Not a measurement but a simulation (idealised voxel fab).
process module | voxel lift off
cross-section cut | 215 nm wide | cells 5 nm
A cross-section is a grid of square cells, given in bands from the top down. A band is one or more rows of cells.
Each band's line starts with the height of the band's top and of its bottom, in nm. Then come its materials from left to right, each with its width in nm. One material with "throughout" fills the band from edge to edge. "air" is empty space.
Height 0 is the level under which the wafer as received is all one material. The lowest band goes on downwards, as in "0 down".
A width such as "30 to 40" changes by the same amount from each row of cells to the next, from the band's top row to its bottom row.
"no change" after a step means that no cell of the cross-section changed.
closed voids: empty space of 8 cells or more with no open way to the top, each as width x height at its distance from the left edge, in nm
after a step's settings: what the simulator itself notes on the step
overlay nm, on a step with a mask: how far to the right of its planned place the mask lay; to the left if negative
plan
1 op RECEIVE | material Si
2 op CONFORMAL_DEP | material Al2O3 | thk nm 15
3 op PATTERN | tone open | mask id LINES | material resist | width nm 15 | pitch nm 30 | thk nm 20 | overlay nm 0
4 op DIRECTIONAL_DEP | material Ru | thk nm 10
5 op STRIP | etch materials resist
6 op CONFORMAL_DEP | material SiO2 | thk nm 5
as received, after step 1
  0 down: Si throughout
  closed voids: none
a wafer at the end: this start, this plan, one mistake
  20 to 15: SiO2 throughout
  15 to 0: Al2O3 throughout
  0 down: Si throughout
  closed voids: none
what went wrong: step 4 was left out
